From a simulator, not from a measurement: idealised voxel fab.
process module | voxel self aligned contacts
cross-section cut | 165 nm wide | cells 5 nm
A cross-section is a grid of square cells, given in bands from the top down. A band is one or more rows of cells.
Each band's line starts with the height of the band's top and of its bottom, in nm. Then come its materials from left to right, each with its width in nm. One material with "throughout" fills the band from edge to edge. "air" is empty space.
Height 0 is the level under which the wafer as received is all one material. The lowest band goes on downwards, as in "0 down".
A width such as "30 to 40" changes by the same amount from each row of cells to the next, from the band's top row to its bottom row.
"no change" after a step means that no cell of the cross-section changed.
closed voids: empty space of 8 cells or more with no open way to the top, each as width x height at its distance from the left edge, in nm
after a step's settings: what the simulator itself notes on the step
overlay nm, on a step with a mask: how far to the right of its planned place the mask lay; to the left if negative
plan
1 op RECEIVE | material Si
2 op CONFORMAL_DEP | material SiO2 | thk nm 5
3 op DIRECTIONAL_DEP | material polySi | thk nm 20
4 op DIRECTIONAL_DEP | material SiN | thk nm 20
5 op DIRECTIONAL_DEP | material aC | thk nm 15
6 op PATTERN | tone cover | mask id GATE | material resist | width nm 30 | pitch nm 75 | thk nm 35 | overlay nm 0
7 op DIRECTIONAL_ETCH | etch materials aC | depth nm 15
8 op STRIP | etch materials resist
9 op DIRECTIONAL_ETCH | etch materials SiN | depth nm 20
10 op DIRECTIONAL_ETCH | etch materials polySi | depth nm 20
11 op STRIP | etch materials aC
12 op CONFORMAL_DEP | material SiN | thk nm 10
13 op DIRECTIONAL_ETCH | etch materials SiN | depth nm 10
14 op FILL_DEP | material SiO2 | thk nm 15
15 op CMP | height nm 55
16 op DIRECTIONAL_DEP | material aC | thk nm 10
17 op PATTERN | tone open | mask id CONTACT | material resist | width nm 55 | thk nm 30 | overlay nm 0
18 op DIRECTIONAL_ETCH | etch materials aC | depth nm 10
19 op STRIP | etch materials resist
20 op DIRECTIONAL_ETCH | etch materials SiO2 | depth nm 55
21 op STRIP | etch materials aC
22 op CONFORMAL_DEP | material TiN | thk nm 5
23 op FILL_DEP | material Ru | thk nm 10
24 op CMP | height nm 55
25 op CONFORMAL_DEP | material SiCN | thk nm 5
as received, after step 1
  0 down: Si throughout
  closed voids: none
first wafer at the end, as planned
  60 to 55: SiCN throughout
  55 to 45: SiO2 55 | TiN 5 to 20 | Ru 45 to 15 | TiN 5 to 20 | SiO2 55
  45 to 25: SiO2 20 | SiN 50 | TiN 5 | Ru 15 | TiN 5 | SiN 50 | SiO2 20
  25 to 5: SiO2 20 | SiN 10 | polySi 30 | SiN 10 | TiN 5 | Ru 15 | TiN 5 | SiN 10 | polySi 30 | SiN 10 | SiO2 20
  5 to 0: SiO2 70 | TiN 25 | SiO2 70
  0 down: Si throughout
  closed voids: none
second wafer at the end: like start, like plan, one mistake
  60 to 55: SiCN throughout
  55 to 45: SiO2 55 | TiN 5 | Ru 45 | TiN 5 | SiO2 55
  45 to 40: SiO2 55 | TiN 20 | Ru 15 | TiN 20 | SiO2 55
  40 to 20: SiO2 20 | SiN 50 | TiN 5 | Ru 15 | TiN 5 | SiN 50 | SiO2 20
  20 to 5: SiO2 20 | SiN 10 | polySi 30 | SiN 10 | TiN 5 | Ru 15 | TiN 5 | SiN 10 | polySi 30 | SiN 10 | SiO2 20
  5 to 0: SiO2 20 | SiN 10 | polySi 30 | SiN 10 | TiN 25 | SiN 10 | polySi 30 | SiN 10 | SiO2 20
  0 down: Si throughout
  closed voids: none
what went wrong: step 2 was left out
at the end the second wafer has, in cells: 6 more of Ru | 6 fewer of SiO2
